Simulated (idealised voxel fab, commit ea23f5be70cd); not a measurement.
voxel wiring stack: a process module
It is cross-section cut that appears here, measuring 240 nm in width, its square cells being 5 nm in size.
We lay out every cross-section as a grid of square cells and spell it out in bands from the top down, where one band means one or more rows of cells. Quick guide to a band line: top height, bottom height (nm) up front; then every material left to right with its width in nm. Only one material and it's marked "edge to edge"? Then it fills the band edge to edge. And "empty" just means empty space. A quick word on heights: they are counted from 0, and under that level the wafer as it came to us is one material throughout. The lowest band is different from the rest in having no bottom; it simply continues downward, written as in "from 0 down". Width spec "30 to 40" -> top row of cells at first value, bottom row at second value, equal per-row change in between. Step marked "no alterations made"? Then no cell in the cross-section changed in it. Voids, fully enclosed: empty space of 8 cells or more with no open way to the top, each as width x height at its distance from the left edge, in nm. On each step's line, the part that comes after the settings is the simulator's own comment on the step. For masked steps, "overlay nm" on the step line gives how far right of plan the mask actually lay; a minus sign means it lay to the left.
**Set out below are the planned steps of the process**
step 1: RECEIVE,material Si
step 2: CONFORMAL_DEP,material SiO2,thk nm 15
step 3: CONFORMAL_DEP,material SiN,thk nm 5
step 4: DIRECTIONAL_DEP,material lowk,thk nm 20
step 5: PATTERN,tone open,mask id METAL_1,material resist,width nm 30,pitch nm 45,thk nm 15,overlay nm 0
step 6: DIRECTIONAL_ETCH,etch materials lowk,depth nm 20
step 7: DIRECTIONAL_ETCH,etch materials SiN,depth nm 5
step 8: STRIP,etch materials resist
step 9: CONFORMAL_DEP,material TiN,thk nm 5
step 10: FILL_DEP,material Cu,thk nm 5
step 11: CMP,height nm 40
step 12: CONFORMAL_DEP,material SiCN,thk nm 5
step 13: DIRECTIONAL_DEP,material lowk,thk nm 20
step 14: MASKED_ETCH,tone open,mask id PLUG_1,width nm 15,pitch nm 45,etch materials lowk,depth nm 20,overlay nm 0
step 15: MASKED_ETCH,tone open,mask id PLUG_1,width nm 15,pitch nm 45,etch materials SiCN,depth nm 5,overlay nm 0
step 16: CONFORMAL_DEP,material TiN,thk nm 5
step 17: FILL_DEP,material Cu,thk nm 5
step 18: CMP,height nm 65
step 19: CONFORMAL_DEP,material SiCN,thk nm 5
step 20: DIRECTIONAL_DEP,material lowk,thk nm 20
step 21: DIRECTIONAL_DEP,material aC,thk nm 15
step 22: PATTERN,tone open,mask id METAL_2,material resist,width nm 30,pitch nm 45,thk nm 35,overlay nm 0
step 23: DIRECTIONAL_ETCH,etch materials aC,depth nm 15
step 24: STRIP,etch materials resist
step 25: DIRECTIONAL_ETCH,etch materials lowk,depth nm 20
step 26: DIRECTIONAL_ETCH,etch materials SiCN,depth nm 5
step 27: STRIP,etch materials aC
step 28: CONFORMAL_DEP,material TiN,thk nm 5
step 29: FILL_DEP,material W,thk nm 5
step 30: CMP,height nm 90
step 31: EPI,material Ru,thk nm 5
step 32: FILL_DEP,material SiCN,thk nm 5
step 33: DIRECTIONAL_DEP,material lowk,thk nm 35
step 34: PATTERN,tone open,mask id METAL_3,material resist,width nm 30,pitch nm 45,thk nm 20,overlay nm 0
step 35: DIRECTIONAL_ETCH,etch materials lowk,depth nm 20
step 36: STRIP,etch materials resist
step 37: MASKED_ETCH,tone open,mask id METAL_3_HOLES,width nm 15,pitch nm 45,etch materials lowk,depth nm 15,overlay nm 0
step 38: MASKED_ETCH,tone open,mask id METAL_3_HOLES,width nm 15,pitch nm 45,etch materials SiCN,depth nm 5,overlay nm 0
step 39: CONFORMAL_DEP,material TiN,thk nm 5
step 40: FILL_DEP,material Cu,thk nm 5
step 41: CMP,height nm 135
step 42: CONFORMAL_DEP,material SiCN,thk nm 5
**Incoming wafer, cross-sectional view, post step 1**
  from 0 down: Si edge to edge
  Voids, fully enclosed: none
**First of two wafers: cross-section at end of module, run per plan**
  from 140 to 135: SiCN edge to edge
  from 135 to 120: lowk=35, then TiN=5, then Cu=20, then TiN=5, then lowk=15, then TiN=5, then Cu=20, then TiN=5, then lowk=15, then TiN=5, then Cu=20, then TiN=5, then lowk=15, then TiN=5, then Cu=20, then TiN=5, then lowk=40
  from 120 to 115: lowk=35, then TiN=5, then Cu=5, then TiN=20, then lowk=15, then TiN=5, then Cu=5, then TiN=20, then lowk=15, then TiN=5, then Cu=5, then TiN=20, then lowk=15, then TiN=5, then Cu=5, then TiN=20, then lowk=40
  from 115 to 100: lowk=35, then TiN=5, then Cu=5, then TiN=5, then lowk=30, then TiN=5, then Cu=5, then TiN=5, then lowk=30, then TiN=5, then Cu=5, then TiN=5, then lowk=30, then TiN=5, then Cu=5, then TiN=5, then lowk=55
  from 100 to 95: SiCN=35, then TiN=15, then SiCN=30, then TiN=15, then SiCN=30, then TiN=15, then SiCN=30, then TiN=15, then SiCN=55
  from 95 to 90: SiCN=30, then Ru=40, then SiCN=5, then Ru=40, then SiCN=5, then Ru=40, then SiCN=5, then Ru=40, then SiCN=35
  from 90 to 70: lowk=35, then TiN=5, then W=20, then TiN=5, then lowk=15, then TiN=5, then W=20, then TiN=5, then lowk=15, then TiN=5, then W=20, then TiN=5, then lowk=15, then TiN=5, then W=20, then TiN=5, then lowk=40
  from 70 to 65: SiCN=35, then TiN=30, then SiCN=15, then TiN=30, then SiCN=15, then TiN=30, then SiCN=15, then TiN=30, then SiCN=40
  from 65 to 45: lowk=35, then TiN=5, then Cu=5, then TiN=5, then lowk=30, then TiN=5, then Cu=5, then TiN=5, then lowk=30, then TiN=5, then Cu=5, then TiN=5, then lowk=30, then TiN=5, then Cu=5, then TiN=5, then lowk=55
  from 45 to 40: SiCN=35, then TiN=15, then SiCN=30, then TiN=15, then SiCN=30, then TiN=15, then SiCN=30, then TiN=15, then SiCN=55
  from 40 to 20: lowk=35, then TiN=5, then Cu=20, then TiN=5, then lowk=15, then TiN=5, then Cu=20, then TiN=5, then lowk=15, then TiN=5, then Cu=20, then TiN=5, then lowk=15, then TiN=5, then Cu=20, then TiN=5, then lowk=40
  from 20 to 15: SiN=35, then TiN=30, then SiN=15, then TiN=30, then SiN=15, then TiN=30, then SiN=15, then TiN=30, then SiN=40
  from 15 to 0: SiO2 edge to edge
  from 0 down: Si edge to edge
  Voids, fully enclosed: none
**So this is wafer number two of the two, cut at the end of the module - it started where the first did and had the same plan, we just got one thing wrong running it**
  from 140 to 135: SiCN edge to edge
  from 135 to 115: lowk=35, then TiN=5, then Cu=20, then TiN=5, then lowk=15, then TiN=5, then Cu=20, then TiN=5, then lowk=15, then TiN=5, then Cu=20, then TiN=5, then lowk=15, then TiN=5, then Cu=20, then TiN=5, then lowk=40
  from 115 to 110: lowk=35, then TiN=5, then Cu=5, then TiN=20, then lowk=15, then TiN=5, then Cu=5, then TiN=20, then lowk=15, then TiN=5, then Cu=5, then TiN=20, then lowk=15, then TiN=5, then Cu=5, then TiN=20, then lowk=40
  from 110 to 100: lowk=35, then TiN=5, then Cu=5, then TiN=5, then lowk=30, then TiN=5, then Cu=5, then TiN=5, then lowk=30, then TiN=5, then Cu=5, then TiN=5, then lowk=30, then TiN=5, then Cu=5, then TiN=5, then lowk=55
  from 100 to 95: SiCN=35, then TiN=15, then SiCN=30, then TiN=15, then SiCN=30, then TiN=15, then SiCN=30, then TiN=15, then SiCN=55
  from 95 to 90: SiCN=30, then Ru=40, then SiCN=5, then Ru=40, then SiCN=5, then Ru=40, then SiCN=5, then Ru=40, then SiCN=35
  from 90 to 70: lowk=35, then TiN=5, then W=20, then TiN=5, then lowk=15, then TiN=5, then W=20, then TiN=5, then lowk=15, then TiN=5, then W=20, then TiN=5, then lowk=15, then TiN=5, then W=20, then TiN=5, then lowk=40
  from 70 to 65: SiCN=35, then TiN=30, then SiCN=15, then TiN=30, then SiCN=15, then TiN=30, then SiCN=15, then TiN=30, then SiCN=40
  from 65 to 45: lowk=35, then TiN=5, then Cu=5, then TiN=5, then lowk=30, then TiN=5, then Cu=5, then TiN=5, then lowk=30, then TiN=5, then Cu=5, then TiN=5, then lowk=30, then TiN=5, then Cu=5, then TiN=5, then lowk=55
  from 45 to 40: SiCN=35, then TiN=15, then SiCN=30, then TiN=15, then SiCN=30, then TiN=15, then SiCN=30, then TiN=15, then SiCN=55
  from 40 to 20: lowk=35, then TiN=5, then Cu=20, then TiN=5, then lowk=15, then TiN=5, then Cu=20, then TiN=5, then lowk=15, then TiN=5, then Cu=20, then TiN=5, then lowk=15, then TiN=5, then Cu=20, then TiN=5, then lowk=40
  from 20 to 15: SiN=35, then TiN=30, then SiN=15, then TiN=30, then SiN=15, then TiN=30, then SiN=15, then TiN=30, then SiN=40
  from 15 to 0: SiO2 edge to edge
  from 0 down: Si edge to edge
  Voids, fully enclosed: none
Nonconformance to the process plan: planned and actual differ for step 35; actual: DIRECTIONAL_ETCH,etch materials lowk,depth nm 25
The final cell counts differ between the wafers, with the second having more or fewer of some materials than the first: +12 Cu | -12 lowk
